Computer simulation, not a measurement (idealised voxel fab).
Documented hereafter: the process module known as voxel double patterning.
We display cut, a cross-section 280 nm in width whose square cells are each 5 nm.
For the purposes of this document, a cross-section shall be understood as a grid of square cells, specified as bands listed in top-to-bottom order, each band consisting of one or more rows of cells.
Quick guide to a band line: top height, bottom height (nm) up front; then every material left to right with its width in nm. Only one material and it's marked "throughout"? Then it fills the band edge to edge. And "air" just means empty space.
The reference from which all heights are counted is 0, the level beneath which the as-received wafer is entirely one material; the lowest band, having no lower bound, proceeds downward and is written after the example "0 -> down".
The notation "30->40" denotes a width that varies across the rows of cells in the band, beginning at the first number in the top row, finishing at the second number in the bottom row, and changing by an identical amount from each row to the next.
"remained unchanged" means the step left every cell of the cross-section as it was.
"Cavities, closed" contains a list of empty spaces, each no smaller than 8 cells and without an open way to the top, written in the form width x height at distance with the distance from the left edge and all three in nm.
Where a step's line continues beyond its settings, the continuation is a remark by the simulator itself on that step.
"overlay nm" answers the question of how far to the right of plan the mask lay on a step that has a mask, and when it is negative the answer is to the left.

This section lists the process steps that were planned:
step 1: op RECEIVE | material Si
step 2: op CONFORMAL_DEP | material SiO2 | thk nm 5
step 3: op DIRECTIONAL_DEP | material TiN | thk nm 20
step 4: op DIRECTIONAL_DEP | material SiCN | thk nm 5
step 5: op PATTERN | tone open | mask id FIRST | material resist | width nm 15 | pitch nm 50 | thk nm 15 | overlay nm 0
step 6: op DIRECTIONAL_ETCH | etch materials SiCN | depth nm 5
step 7: op STRIP | etch materials resist
step 8: op PATTERN | tone open | mask id SECOND | material resist | width nm 15 | thk nm 15 | overlay nm 0
step 9: op DIRECTIONAL_ETCH | etch materials SiCN | depth nm 5
step 10: op STRIP | etch materials resist
step 11: op DIRECTIONAL_ETCH | etch materials TiN | depth nm 20
step 12: op STRIP | etch materials SiCN

Cross-section: wafer on arrival = after step 1:
* 0 -> down  Si throughout
* Cavities, closed: none

The following cross-section depicts the wafer upon conclusion of the module. Processing commenced from the starting condition illustrated above and adhered to the plan illustrated above, save for one mistake in execution:
* 25 -> 20  SiO2 throughout
* 20 -> 0  TiN throughout
* 0 -> down  Si throughout
* Cavities, closed: none
What was done differently from what was planned? order of steps 2 and 3 inverted relative to the plan
